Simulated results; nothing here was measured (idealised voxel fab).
The following is a process module called voxel double patterning.
cross-section cut | 200 nm wide | cells 5 nm
Square cells in a grid make up a cross-section in this document, and the grid is given as bands, listed from the top down, each one or more rows of cells.
Each band's line starts with the height of the band's top and of its bottom, in nm. Then come its materials from left to right, each with its width in nm. One material with "full width" fills the band from edge to edge. "air" is empty space.
Heights are measured from 0, the level below which the as-received wafer is all one material; the lowest band has no bottom and continues downward, written as in "top 0, no bottom".
Top row gets the first number, bottom row gets the second, and each row in between changes by the same step: that is how a band width like "30 to 40" works.
It should be understood that the words "identical to before", when stated for a given step, signify that the cross-section underwent no change in any of its cells during that step.
Entry "Voids, fully enclosed". Content: empty spaces with no open connection to the top, size 8 cells or greater. Each: width x height at distance. Distance: from left edge. Unit: nm.
On each step's line, the part that comes after the settings is the simulator's own comment on the step.
The setting "overlay nm" may be written on the line of a step. When the step uses a mask, the value reports how far to the right of the planned place the mask lay, and a negative value reports that it lay to the left.
Note: before/after cross-section pairs follow, one process step per pair, after-side truncated at the lowest changed band, step and settings given beneath. Different runs of this module on the same starting wafer may supply the pairs; a pair continues the one above only where the "Geometry before processing" entry says so.

Geometry before processing
    top 0, no bottom: Si full width
    Voids, fully enclosed: none

Post-Process View
    top 10, bottom 0: SiO2 full width
    Under the height 0 nothing was changed.
    Voids, fully enclosed: none
Which operation links the two cross-sections above? CONFORMAL_DEP: material SiO2, thk nm 10

Geometry before processing: we pick up right where the pair above leaves off, with its after cross-section.

Post-Process View
    top 30, bottom 10: polySi full width
    Under the height 10 nothing was changed.
    Voids, fully enclosed: none
Which operation links the two cross-sections above? DIRECTIONAL_DEP: material polySi, thk nm 20

Geometry before processing: we pick up right where the pair above leaves off, with its after cross-section.

Post-Process View
    top 35, bottom 30: SiN full width
    Under the height 30 nothing was changed.
    Voids, fully enclosed: none
Which operation links the two cross-sections above? DIRECTIONAL_DEP: material SiN, thk nm 5

Geometry before processing: we pick up right where the pair above leaves off, with its after cross-section.

Post-Process View
    top 35, bottom 30: SiN: 40, air: 15, SiN: 35, air: 15, SiN: 35, air: 15, SiN: 45
    Under the height 30 nothing was changed.
    Voids, fully enclosed: none
Which operation links the two cross-sections above? MASKED_ETCH: tone open, mask id FIRST, width nm 15, pitch nm 50, etch materials SiN, depth nm 5, overlay nm 0

Geometry before processing: we pick up right where the pair above leaves off, with its after cross-section.

Post-Process View
    top 50, bottom 35: resist: 65, air: 15, resist: 35, air: 15, resist: 70
    top 35, bottom 30: SiN: 40, resist: 15, SiN: 35, resist: 15, SiN: 35, resist: 15, SiN: 45
    Under the height 30 nothing was changed.
    Voids, fully enclosed: none
Which operation links the two cross-sections above? PATTERN: tone open, mask id SECOND, material resist, width nm 15, pitch nm 50, thk nm 15, overlay nm 0

Geometry before processing: we pick up right where the pair above leaves off, with its after cross-section.

Post-Process View
    top 50, bottom 35: resist: 65, air: 15, resist: 35, air: 15, resist: 70
    top 35, bottom 30: SiN: 40, resist: 15, SiN: 10, air: 15, SiN: 10, resist: 15, SiN: 10, air: 15, SiN: 10, resist: 15, SiN: 45
    Under the height 30 nothing was changed.
    Voids, fully enclosed: none
Which operation links the two cross-sections above? DIRECTIONAL_ETCH: etch materials SiN, depth nm 5

Geometry before processing: we pick up right where the pair above leaves off, with its after cross-section.

Post-Process View
    top 35, bottom 30: SiN: 40, air: 15, SiN: 10, air: 15, SiN: 10, air: 15, SiN: 10, air: 15, SiN: 10, air: 15, SiN: 45
    Under the height 30 nothing was changed.
    Voids, fully enclosed: none
Which operation links the two cross-sections above? STRIP: etch materials resist

Geometry before processing: we pick up right where the pair above leaves off, with its after cross-section.

Post-Process View
    top 35, bottom 30: SiN: 40, air: 15, SiN: 10, air: 15, SiN: 10, air: 15, SiN: 10, air: 15, SiN: 10, air: 15, SiN: 45
    top 30, bottom 10: polySi: 40, air: 15, polySi: 10, air: 15, polySi: 10, air: 15, polySi: 10, air: 15, polySi: 10, air: 15, polySi: 45
    Under the height 10 nothing was changed.
    Voids, fully enclosed: none
Which operation links the two cross-sections above? DIRECTIONAL_ETCH: etch materials polySi, depth nm 20

Geometry before processing: we pick up right where the pair above leaves off, with its after cross-section.

Post-Process View
    top 30, bottom 10: polySi: 40, air: 15, polySi: 10, air: 15, polySi: 10, air: 15, polySi: 10, air: 15, polySi: 10, air: 15, polySi: 45
    Under the height 10 nothing was changed.
    Voids, fully enclosed: none
Which operation links the two cross-sections above? STRIP: etch materials SiN

Geometry before processing
    top 0, no bottom: Si full width
    Voids, fully enclosed: none

Post-Process View
    top 20, bottom 0: polySi full width
    Under the height 0 nothing was changed.
    Voids, fully enclosed: none
Which operation links the two cross-sections above? DIRECTIONAL_DEP: material polySi, thk nm 20

Geometry before processing: we pick up right where the pair above leaves off, with its after cross-section.

Post-Process View
    top 25, bottom 20: SiN full width
    Under the height 20 nothing was changed.
    Voids, fully enclosed: none
Which operation links the two cross-sections above? DIRECTIONAL_DEP: material SiN, thk nm 5

Geometry before processing: we pick up right where the pair above leaves off, with its after cross-section.

Post-Process View
    top 25, bottom 20: SiN: 40, air: 15, SiN: 35, air: 15, SiN: 35, air: 15, SiN: 45
    Under the height 20 nothing was changed.
    Voids, fully enclosed: none
Which operation links the two cross-sections above? MASKED_ETCH: tone open, mask id FIRST, width nm 15, pitch nm 50, etch materials SiN, depth nm 5, overlay nm 0

Geometry before processing: we pick up right where the pair above leaves off, with its after cross-section.

Post-Process View
    top 40, bottom 25: resist: 65, air: 15, resist: 35, air: 15, resist: 70
    top 25, bottom 20: SiN: 40, resist: 15, SiN: 35, resist: 15, SiN: 35, resist: 15, SiN: 45
    Under the height 20 nothing was changed.
    Voids, fully enclosed: none
Which operation links the two cross-sections above? PATTERN: tone open, mask id SECOND, material resist, width nm 15, pitch nm 50, thk nm 15, overlay nm 0

Geometry before processing: we pick up right where the pair above leaves off, with its after cross-section.

Post-Process View
    top 40, bottom 25: resist: 65, air: 15, resist: 35, air: 15, resist: 70
    top 25, bottom 20: SiN: 40, resist: 15, SiN: 10, air: 15, SiN: 10, resist: 15, SiN: 10, air: 15, SiN: 10, resist: 15, SiN: 45
    Under the height 20 nothing was changed.
    Voids, fully enclosed: none
Which operation links the two cross-sections above? DIRECTIONAL_ETCH: etch materials SiN, depth nm 5

Geometry before processing: we pick up right where the pair above leaves off, with its after cross-section.

Post-Process View
    top 25, bottom 20: SiN: 40, air: 15, SiN: 10, air: 15, SiN: 10, air: 15, SiN: 10, air: 15, SiN: 10, air: 15, SiN: 45
    Under the height 20 nothing was changed.
    Voids, fully enclosed: none
Which operation links the two cross-sections above? STRIP: etch materials resist

Geometry before processing: we pick up right where the pair above leaves off, with its after cross-section.

Post-Process View
    top 25, bottom 20: SiN: 40, air: 15, SiN: 10, air: 15, SiN: 10, air: 15, SiN: 10, air: 15, SiN: 10, air: 15, SiN: 45
    top 20, bottom 0: polySi: 40, air: 15, polySi: 10, air: 15, polySi: 10, air: 15, polySi: 10, air: 15, polySi: 10, air: 15, polySi: 45
    Under the height 0 nothing was changed.
    Voids, fully enclosed: none
Which operation links the two cross-sections above? DIRECTIONAL_ETCH: etch materials polySi, depth nm 20

Geometry before processing: we pick up right where the pair above leaves off, with its after cross-section.

Post-Process View
    top 20, bottom 0: polySi: 40, air: 15, polySi: 10, air: 15, polySi: 10, air: 15, polySi: 10, air: 15, polySi: 10, air: 15, polySi: 45
    Under the height 0 nothing was changed.
    Voids, fully enclosed: none
Which operation links the two cross-sections above? STRIP: etch materials SiN

Geometry before processing
    top 30, bottom 10: polySi full width
    top 10, bottom 0: SiO2 full width
    top 0, no bottom: Si full width
    Voids, fully enclosed: none

Post-Process View
    top 50, bottom 10: polySi full width
    Under the height 10 nothing was changed.
    Voids, fully enclosed: none
Which operation links the two cross-sections above? DIRECTIONAL_DEP: material polySi, thk nm 20

Geometry before processing: we pick up right where the pair above leaves off, with its after cross-section.

Post-Process View
    top 55, bottom 50: SiN full width
    Under the height 50 nothing was changed.
    Voids, fully enclosed: none
Which operation links the two cross-sections above? DIRECTIONAL_DEP: material SiN, thk nm 5

Geometry before processing: we pick up right where the pair above leaves off, with its after cross-section.

Post-Process View
    top 55, bottom 50: SiN: 40, air: 15, SiN: 35, air: 15, SiN: 35, air: 15, SiN: 45
    Under the height 50 nothing was changed.
    Voids, fully enclosed: none
Which operation links the two cross-sections above? MASKED_ETCH: tone open, mask id FIRST, width nm 15, pitch nm 50, etch materials SiN, depth nm 5, overlay nm 0

Geometry before processing: we pick up right where the pair above leaves off, with its after cross-section.

Post-Process View
    top 70, bottom 55: resist: 65, air: 15, resist: 35, air: 15, resist: 70
    top 55, bottom 50: SiN: 40, resist: 15, SiN: 35, resist: 15, SiN: 35, resist: 15, SiN: 45
    Under the height 50 nothing was changed.
    Voids, fully enclosed: none
Which operation links the two cross-sections above? PATTERN: tone open, mask id SECOND, material resist, width nm 15, pitch nm 50, thk nm 15, overlay nm 0

Geometry before processing: we pick up right where the pair above leaves off, with its after cross-section.

Post-Process View
    top 70, bottom 55: resist: 65, air: 15, resist: 35, air: 15, resist: 70
    top 55, bottom 50: SiN: 40, resist: 15, SiN: 10, air: 15, SiN: 10, resist: 15, SiN: 10, air: 15, SiN: 10, resist: 15, SiN: 45
    Under the height 50 nothing was changed.
    Voids, fully enclosed: none
Which operation links the two cross-sections above? DIRECTIONAL_ETCH: etch materials SiN, depth nm 5

Geometry before processing: we pick up right where the pair above leaves off, with its after cross-section.

Post-Process View
    top 55, bottom 50: SiN: 40, air: 15, SiN: 10, air: 15, SiN: 10, air: 15, SiN: 10, air: 15, SiN: 10, air: 15, SiN: 45
    Under the height 50 nothing was changed.
    Voids, fully enclosed: none
Which operation links the two cross-sections above? STRIP: etch materials resist

Geometry before processing: we pick up right where the pair above leaves off, with its after cross-section.

Post-Process View
    top 55, bottom 50: SiN: 40, air: 15, SiN: 10, air: 15, SiN: 10, air: 15, SiN: 10, air: 15, SiN: 10, air: 15, SiN: 45
    top 50, bottom 30: polySi: 40, air: 15, polySi: 10, air: 15, polySi: 10, air: 15, polySi: 10, air: 15, polySi: 10, air: 15, polySi: 45
    Under the height 30 nothing was changed.
    Voids, fully enclosed: none
Which operation links the two cross-sections above? DIRECTIONAL_ETCH: etch materials polySi, depth nm 20

Geometry before processing: we pick up right where the pair above leaves off, with its after cross-section.

Post-Process View
    top 50, bottom 30: polySi: 40, air: 15, polySi: 10, air: 15, polySi: 10, air: 15, polySi: 10, air: 15, polySi: 10, air: 15, polySi: 45
    Under the height 30 nothing was changed.
    Voids, fully enclosed: none
Which operation links the two cross-sections above? STRIP: etch materials SiN

Geometry before processing
    top 20, bottom 0: polySi full width
    top 0, no bottom: Si full width
    Voids, fully enclosed: none

Post-Process View
    top 30, bottom 20: SiO2 full width
    Under the height 20 nothing was changed.
    Voids, fully enclosed: none
Which operation links the two cross-sections above? CONFORMAL_DEP: material SiO2, thk nm 10

Geometry before processing: we pick up right where the pair above leaves off, with its after cross-section.

Post-Process View
    top 35, bottom 30: SiN full width
    Under the height 30 nothing was changed.
    Voids, fully enclosed: none
Which operation links the two cross-sections above? DIRECTIONAL_DEP: material SiN, thk nm 5

Geometry before processing: we pick up right where the pair above leaves off, with its after cross-section.

Post-Process View
    top 35, bottom 30: SiN: 40, air: 15, SiN: 35, air: 15, SiN: 35, air: 15, SiN: 45
    Under the height 30 nothing was changed.
    Voids, fully enclosed: none
Which operation links the two cross-sections above? MASKED_ETCH: tone open, mask id FIRST, width nm 15, pitch nm 50, etch materials SiN, depth nm 5, overlay nm 0

Geometry before processing: we pick up right where the pair above leaves off, with its after cross-section.

Post-Process View
    top 50, bottom 35: resist: 65, air: 15, resist: 35, air: 15, resist: 70
    top 35, bottom 30: SiN: 40, resist: 15, SiN: 35, resist: 15, SiN: 35, resist: 15, SiN: 45
    Under the height 30 nothing was changed.
    Voids, fully enclosed: none
Which operation links the two cross-sections above? PATTERN: tone open, mask id SECOND, material resist, width nm 15, pitch nm 50, thk nm 15, overlay nm 0

Geometry before processing: we pick up right where the pair above leaves off, with its after cross-section.

Post-Process View
    top 50, bottom 35: resist: 65, air: 15, resist: 35, air: 15, resist: 70
    top 35, bottom 30: SiN: 40, resist: 15, SiN: 10, air: 15, SiN: 10, resist: 15, SiN: 10, air: 15, SiN: 10, resist: 15, SiN: 45
    Under the height 30 nothing was changed.
    Voids, fully enclosed: none
Which operation links the two cross-sections above? DIRECTIONAL_ETCH: etch materials SiN, depth nm 5

Geometry before processing: we pick up right where the pair above leaves off, with its after cross-section.

Post-Process View
    top 35, bottom 30: SiN: 40, air: 15, SiN: 10, air: 15, SiN: 10, air: 15, SiN: 10, air: 15, SiN: 10, air: 15, SiN: 45
    Under the height 30 nothing was changed.
    Voids, fully enclosed: none
Which operation links the two cross-sections above? STRIP: etch materials resist

Geometry before processing: we pick up right where the pair above leaves off, with its after cross-section.

Post-Process View
    top 30, bottom 20: SiO2 full width
    Under the height 20 nothing was changed.
    Voids, fully enclosed: none
Which operation links the two cross-sections above? STRIP: etch materials SiN

Geometry before processing
    top 35, bottom 30: SiN: 40, air: 15, SiN: 10, air: 15, SiN: 10, air: 15, SiN: 10, air: 15, SiN: 10, air: 15, SiN: 45
    top 30, bottom 10: polySi full width
    top 10, bottom 0: SiO2 full width
    top 0, no bottom: Si full width
    Voids, fully enclosed: none

Post-Process View
    top 35, bottom 30: SiN: 40, air: 15, SiN: 10, air: 15, SiN: 10, air: 15, SiN: 10, air: 15, SiN: 10, air: 15, SiN: 45
    top 30, bottom 20: polySi: 40, air: 15, polySi: 10, air: 15, polySi: 10, air: 15, polySi: 10, air: 15, polySi: 10, air: 15, polySi: 45
    Under the height 20 nothing was changed.
    Voids, fully enclosed: none
Which operation links the two cross-sections above? DIRECTIONAL_ETCH: etch materials polySi, depth nm 10

Geometry before processing: we pick up right where the pair above leaves off, with its after cross-section.

Post-Process View
    top 30, bottom 20: polySi: 40, air: 15, polySi: 10, air: 15, polySi: 10, air: 15, polySi: 10, air: 15, polySi: 10, air: 15, polySi: 45
    Under the height 20 nothing was changed.
    Voids, fully enclosed: none
Which operation links the two cross-sections above? STRIP: etch materials SiN

Geometry before processing
    top 35, bottom 30: SiN full width
    top 30, bottom 10: polySi full width
    top 10, bottom 0: SiO2 full width
    top 0, no bottom: Si full width
    Voids, fully enclosed: none

Post-Process View
    top 35, bottom 30: SiN: 40, air: 20, SiN: 30, air: 20, SiN: 30, air: 20, SiN: 40
    Under the height 30 nothing was changed.
    Voids, fully enclosed: none
Which operation links the two cross-sections above? MASKED_ETCH: tone open, mask id FIRST, width nm 20, pitch nm 50, etch materials SiN, depth nm 5, overlay nm 0

Geometry before processing: we pick up right where the pair above leaves off, with its after cross-section.

Post-Process View
    top 50, bottom 35: resist: 65, air: 15, resist: 35, air: 15, resist: 70
    top 35, bottom 30: SiN: 40, resist: 20, SiN: 30, resist: 20, SiN: 30, resist: 20, SiN: 40
    Under the height 30 nothing was changed.
    Voids, fully enclosed: none
Which operation links the two cross-sections above? PATTERN: tone open, mask id SECOND, material resist, width nm 15, pitch nm 50, thk nm 15, overlay nm 0

Geometry before processing: we pick up right where the pair above leaves off, with its after cross-section.

Post-Process View
    top 50, bottom 35: resist: 65, air: 15, resist: 35, air: 15, resist: 70
    top 35, bottom 30: SiN: 40, resist: 20, SiN: 5, air: 15, SiN: 10, resist: 20, SiN: 5, air: 15, SiN: 10, resist: 20, SiN: 40
    Under the height 30 nothing was changed.
    Voids, fully enclosed: none
Which operation links the two cross-sections above? DIRECTIONAL_ETCH: etch materials SiN, depth nm 5

Geometry before processing: we pick up right where the pair above leaves off, with its after cross-section.

Post-Process View
    top 35, bottom 30: SiN: 40, air: 20, SiN: 5, air: 15, SiN: 10, air: 20, SiN: 5, air: 15, SiN: 10, air: 20, SiN: 40
    Under the height 30 nothing was changed.
    Voids, fully enclosed: none
Which operation links the two cross-sections above? STRIP: etch materials resist

Geometry before processing: we pick up right where the pair above leaves off, with its after cross-section.

Post-Process View
    top 35, bottom 30: SiN: 40, air: 20, SiN: 5, air: 15, SiN: 10, air: 20, SiN: 5, air: 15, SiN: 10, air: 20, SiN: 40
    top 30, bottom 10: polySi: 40, air: 20, polySi: 5, air: 15, polySi: 10, air: 20, polySi: 5, air: 15, polySi: 10, air: 20, polySi: 40
    Under the height 10 nothing was changed.
    Voids, fully enclosed: none
Which operation links the two cross-sections above? DIRECTIONAL_ETCH: etch materials polySi, depth nm 20

Geometry before processing: we pick up right where the pair above leaves off, with its after cross-section.

Post-Process View
    top 30, bottom 10: polySi: 40, air: 20, polySi: 5, air: 15, polySi: 10, air: 20, polySi: 5, air: 15, polySi: 10, air: 20, polySi: 40
    Under the height 10 nothing was changed.
    Voids, fully enclosed: none
Which operation links the two cross-sections above? STRIP: etch materials SiN

Geometry before processing
    top 35, bottom 30: SiN: 40, air: 15, SiN: 35, air: 15, SiN: 35, air: 15, SiN: 45
    top 30, bottom 10: polySi full width
    top 10, bottom 0: SiO2 full width
    top 0, no bottom: Si full width
    Voids, fully enclosed: none

Post-Process View
    top 50, bottom 35: resist: 70, air: 15, resist: 35, air: 15, resist: 65
    top 35, bottom 30: SiN: 40, resist: 15, SiN: 35, resist: 15, SiN: 35, resist: 15, SiN: 45
    Under the height 30 nothing was changed.
    Voids, fully enclosed: none
Which operation links the two cross-sections above? PATTERN: tone open, mask id SECOND, material resist, width nm 15, pitch nm 50, thk nm 15, overlay nm 5

Geometry before processing: we pick up right where the pair above leaves off, with its after cross-section.

Post-Process View
    top 50, bottom 35: resist: 70, air: 15, resist: 35, air: 15, resist: 65
    top 35, bottom 30: SiN: 40, resist: 15, SiN: 15, air: 15, SiN: 5, resist: 15, SiN: 15, air: 15, SiN: 5, resist: 15, SiN: 45
    Under the height 30 nothing was changed.
    Voids, fully enclosed: none
Which operation links the two cross-sections above? DIRECTIONAL_ETCH: etch materials SiN, depth nm 5

Geometry before processing: we pick up right where the pair above leaves off, with its after cross-section.

Post-Process View
    top 35, bottom 30: SiN: 40, air: 15, SiN: 15, air: 15, SiN: 5, air: 15, SiN: 15, air: 15, SiN: 5, air: 15, SiN: 45
    Under the height 30 nothing was changed.
    Voids, fully enclosed: none
Which operation links the two cross-sections above? STRIP: etch materials resist

Geometry before processing: we pick up right where the pair above leaves off, with its after cross-section.

Post-Process View
    top 35, bottom 30: SiN: 40, air: 15, SiN: 15, air: 15, SiN: 5, air: 15, SiN: 15, air: 15, SiN: 5, air: 15, SiN: 45
    top 30, bottom 10: polySi: 40, air: 15, polySi: 15, air: 15, polySi: 5, air: 15, polySi: 15, air: 15, polySi: 5, air: 15, polySi: 45
    Under the height 10 nothing was changed.
    Voids, fully enclosed: none
Which operation links the two cross-sections above? DIRECTIONAL_ETCH: etch materials polySi, depth nm 20

Geometry before processing: we pick up right where the pair above leaves off, with its after cross-section.

Post-Process View
    top 30, bottom 10: polySi: 40, air: 15, polySi: 15, air: 15, polySi: 5, air: 15, polySi: 15, air: 15, polySi: 5, air: 15, polySi: 45
    Under the height 10 nothing was changed.
    Voids, fully enclosed: none
Which operation links the two cross-sections above? STRIP: etch materials SiN

Geometry before processing
    top 30, bottom 10: polySi full width
    top 10, bottom 0: SiO2 full width
    top 0, no bottom: Si full width
    Voids, fully enclosed: none

Post-Process View
    top 35, bottom 30: SiO2 full width
    Under the height 30 nothing was changed.
    Voids, fully enclosed: none
Which operation links the two cross-sections above? DIRECTIONAL_DEP: material SiO2, thk nm 5

Geometry before processing: we pick up right where the pair above leaves off, with its after cross-section.

Post-Process View
    top 50, bottom 35: resist: 65, air: 15, resist: 35, air: 15, resist: 70
    Under the height 35 nothing was changed.
    Voids, fully enclosed: none
Which operation links the two cross-sections above? PATTERN: tone open, mask id SECOND, material resist, width nm 15, pitch nm 50, thk nm 15, overlay nm 0

Geometry before processing: we pick up right where the pair above leaves off, with its after cross-section.

Post-Process View
    top 35, bottom 30: SiO2 full width
    Under the height 30 nothing was changed.
    Voids, fully enclosed: none
Which operation links the two cross-sections above? STRIP: etch materials resist

Geometry before processing
    top 35, bottom 30: SiN full width
    top 30, bottom 10: polySi full width
    top 10, bottom 0: SiO2 full width
    top 0, no bottom: Si full width
    Voids, fully enclosed: none

Post-Process View
    top 35, bottom 30: air: 40, SiN: 15, air: 35, SiN: 15, air: 35, SiN: 15, air: 45
    Under the height 30 nothing was changed.
    Voids, fully enclosed: none
Which operation links the two cross-sections above? MASKED_ETCH: tone cover, mask id FIRST, width nm 15, pitch nm 50, etch materials SiN, depth nm 5, overlay nm 0

Geometry before processing: we pick up right where the pair above leaves off, with its after cross-section.

Post-Process View
    top 50, bottom 35: resist: 65, air: 15, resist: 35, air: 15, resist: 70
    top 35, bottom 30: resist: 40, SiN: 15, resist: 10, air: 15, resist: 10, SiN: 15, resist: 10, air: 15, resist: 10, SiN: 15, resist: 45
    Under the height 30 nothing was changed.
    Voids, fully enclosed: none
Which operation links the two cross-sections above? PATTERN: tone open, mask id SECOND, material resist, width nm 15, pitch nm 50, thk nm 15, overlay nm 0

Geometry before processing: we pick up right where the pair above leaves off, with its after cross-section.

Post-Process View
    top 35, bottom 30: air: 40, SiN: 15, air: 35, SiN: 15, air: 35, SiN: 15, air: 45
    Under the height 30 nothing was changed.
    Voids, fully enclosed: none
Which operation links the two cross-sections above? STRIP: etch materials resist

Geometry before processing: we pick up right where the pair above leaves off, with its after cross-section.

Post-Process View
    top 35, bottom 30: air: 40, SiN: 15, air: 35, SiN: 15, air: 35, SiN: 15, air: 45
    top 30, bottom 10: air: 40, polySi: 15, air: 35, polySi: 15, air: 35, polySi: 15, air: 45
    Under the height 10 nothing was changed.
    Voids, fully enclosed: none
Which operation links the two cross-sections above? DIRECTIONAL_ETCH: etch materials polySi, depth nm 20

Geometry before processing: we pick up right where the pair above leaves off, with its after cross-section.

Post-Process View
    top 30, bottom 10: air: 40, polySi: 15, air: 35, polySi: 15, air: 35, polySi: 15, air: 45
    Under the height 10 nothing was changed.
    Voids, fully enclosed: none
Which operation links the two cross-sections above? STRIP: etch materials SiN
